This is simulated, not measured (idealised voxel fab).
process module | voxel air gaps
cross-section cut | 235 nm wide | cells 5 nm
A cross-section is a grid of square cells, given in bands from the top down. A band is one or more rows of cells.
Each band's line starts with the height of the band's top and of its bottom, in nm. Then come its materials from left to right, each with its width in nm. One material with "throughout" fills the band from edge to edge. "air" is empty space.
Height 0 is the level under which the wafer as received is all one material. The lowest band goes on downwards, as in "0 down".
A width such as "30 to 40" changes by the same amount from each row of cells to the next, from the band's top row to its bottom row.
"no change" after a step means that no cell of the cross-section changed.
closed voids: empty space of 8 cells or more with no open way to the top, each as width x height at its distance from the left edge, in nm
after a step's settings: what the simulator itself notes on the step
overlay nm, on a step with a mask: how far to the right of its planned place the mask lay; to the left if negative
plan
1 op RECEIVE | material Si
2 op CONFORMAL_DEP | material SiO2 | thk nm 10
3 op CONFORMAL_DEP | material SiN | thk nm 5
4 op DIRECTIONAL_DEP | material SiO2 | thk nm 40
5 op DIRECTIONAL_DEP | material aC | thk nm 15
6 op PATTERN | tone open | mask id LINES | material resist | width nm 25 | pitch nm 55 | thk nm 30 | overlay nm 0
7 op DIRECTIONAL_ETCH | etch materials aC | depth nm 15
8 op STRIP | etch materials resist
9 op DIRECTIONAL_ETCH | etch materials SiO2 | depth nm 40
10 op STRIP | etch materials aC
11 op CONFORMAL_DEP | material TiN | thk nm 5
12 op FILL_DEP | material Cu | thk nm 5
13 op CMP | height nm 55
14 op EPI | material Ru | thk nm 10
15 op SELECTIVE_ETCH | etch materials SiO2 | depth nm 50
16 op CONFORMAL_DEP | material SiCN | thk nm 5
first wafer, as planned
as received, after step 1
  0 down: Si throughout
  closed voids: none
after step 2
  10 to 0: SiO2 throughout
  below 0: unchanged
after step 3
  15 to 10: SiN throughout
  below 10: unchanged
after step 4
  55 to 15: SiO2 throughout
  below 15: unchanged
after step 5
  70 to 55: aC throughout
  below 55: unchanged
after step 6
  100 to 70: resist 20 | air 25 | resist 30 | air 25 | resist 30 | air 25 | resist 30 | air 25 | resist 25
  below 70: unchanged
after step 7
  85 to 70: resist 20 | air 25 | resist 30 | air 25 | resist 30 | air 25 | resist 30 | air 25 | resist 25
  70 to 55: aC 20 | air 25 | aC 30 | air 25 | aC 30 | air 25 | aC 30 | air 25 | aC 25
  below 55: unchanged
after step 8
  70 to 55: aC 20 | air 25 | aC 30 | air 25 | aC 30 | air 25 | aC 30 | air 25 | aC 25
  below 55: unchanged
after step 9
  70 to 55: aC 20 | air 25 | aC 30 | air 25 | aC 30 | air 25 | aC 30 | air 25 | aC 25
  55 to 15: SiO2 20 | air 25 | SiO2 30 | air 25 | SiO2 30 | air 25 | SiO2 30 | air 25 | SiO2 25
  below 15: unchanged
after step 10
  55 to 15: SiO2 20 | air 25 | SiO2 30 | air 25 | SiO2 30 | air 25 | SiO2 30 | air 25 | SiO2 25
  below 15: unchanged
after step 11
  60 to 55: TiN 25 | air 15 | TiN 40 | air 15 | TiN 40 | air 15 | TiN 40 | air 15 | TiN 30
  55 to 20: SiO2 20 | TiN 5 | air 15 | TiN 5 | SiO2 30 | TiN 5 | air 15 | TiN 5 | SiO2 30 | TiN 5 | air 15 | TiN 5 | SiO2 30 | TiN 5 | air 15 | TiN 5 | SiO2 25
  20 to 15: SiO2 20 | TiN 25 | SiO2 30 | TiN 25 | SiO2 30 | TiN 25 | SiO2 30 | TiN 25 | SiO2 25
  below 15: unchanged
after step 12
  65 to 60: Cu throughout
  60 to 55: TiN 25 | Cu 15 | TiN 40 | Cu 15 | TiN 40 | Cu 15 | TiN 40 | Cu 15 | TiN 30
  55 to 20: SiO2 20 | TiN 5 | Cu 15 | TiN 5 | SiO2 30 | TiN 5 | Cu 15 | TiN 5 | SiO2 30 | TiN 5 | Cu 15 | TiN 5 | SiO2 30 | TiN 5 | Cu 15 | TiN 5 | SiO2 25
  below 20: unchanged
after step 13
  55 to 20: SiO2 20 | TiN 5 | Cu 15 | TiN 5 | SiO2 30 | TiN 5 | Cu 15 | TiN 5 | SiO2 30 | TiN 5 | Cu 15 | TiN 5 | SiO2 30 | TiN 5 | Cu 15 | TiN 5 | SiO2 25
  below 20: unchanged
after step 14
  65 to 55: air 10 | Ru 45 | air 10 | Ru 45 | air 10 | Ru 45 | air 10 | Ru 45 | air 15
  below 55: unchanged
after step 15
  65 to 55: air 10 | Ru 45 | air 10 | Ru 45 | air 10 | Ru 45 | air 10 | Ru 45 | air 15
  55 to 20: air 20 | TiN 5 | Cu 15 | TiN 5 | air 30 | TiN 5 | Cu 15 | TiN 5 | air 30 | TiN 5 | Cu 15 | TiN 5 | air 30 | TiN 5 | Cu 15 | TiN 5 | air 25
  20 to 15: air 20 | TiN 25 | air 30 | TiN 25 | air 30 | TiN 25 | air 30 | TiN 25 | air 25
  below 15: unchanged
after step 16
  70 to 65: air 5 | SiCN 220 | air 10
  65 to 55: air 5 | SiCN 5 | Ru 45 | SiCN 10 | Ru 45 | SiCN 10 | Ru 45 | SiCN 10 | Ru 45 | SiCN 5 | air 10
  55 to 50: air 5 | SiCN 15 | TiN 5 | Cu 15 | TiN 5 | SiCN 30 | TiN 5 | Cu 15 | TiN 5 | SiCN 30 | TiN 5 | Cu 15 | TiN 5 | SiCN 30 | TiN 5 | Cu 15 | TiN 5 | SiCN 15 | air 10
  50 to 20: air 15 | SiCN 5 | TiN 5 | Cu 15 | TiN 5 | SiCN 5 | air 20 | SiCN 5 | TiN 5 | Cu 15 | TiN 5 | SiCN 5 | air 20 | SiCN 5 | TiN 5 | Cu 15 | TiN 5 | SiCN 5 | air 20 | SiCN 5 | TiN 5 | Cu 15 | TiN 5 | SiCN 5 | air 20
  20 to 15: SiCN 20 | TiN 25 | SiCN 30 | TiN 25 | SiCN 30 | TiN 25 | SiCN 30 | TiN 25 | SiCN 25
  below 15: unchanged
  closed voids: 20 x 30 at 50; 20 x 30 at 105; 20 x 30 at 160
second wafer: like start, like plan, one mistake. Through step 15 it matches the first wafer
when step 16 should have ended
  70 to 65: air 5 | aC 220 | air 10
  65 to 55: air 5 | aC 5 | Ru 45 | aC 10 | Ru 45 | aC 10 | Ru 45 | aC 10 | Ru 45 | aC 5 | air 10
  55 to 50: air 5 | aC 15 | TiN 5 | Cu 15 | TiN 5 | aC 30 | TiN 5 | Cu 15 | TiN 5 | aC 30 | TiN 5 | Cu 15 | TiN 5 | aC 30 | TiN 5 | Cu 15 | TiN 5 | aC 15 | air 10
  50 to 20: air 15 | aC 5 | TiN 5 | Cu 15 | TiN 5 | aC 5 | air 20 | aC 5 | TiN 5 | Cu 15 | TiN 5 | aC 5 | air 20 | aC 5 | TiN 5 | Cu 15 | TiN 5 | aC 5 | air 20 | aC 5 | TiN 5 | Cu 15 | TiN 5 | aC 5 | air 20
  20 to 15: aC 20 | TiN 25 | aC 30 | TiN 25 | aC 30 | TiN 25 | aC 30 | TiN 25 | aC 25
  below 15: unchanged
  closed voids: 20 x 30 at 50; 20 x 30 at 105; 20 x 30 at 160
what went wrong: step 16 ran as: op CONFORMAL_DEP | material aC | thk nm 5
at the end the second wafer has, in cells: 159 fewer of SiCN | 159 more of aC
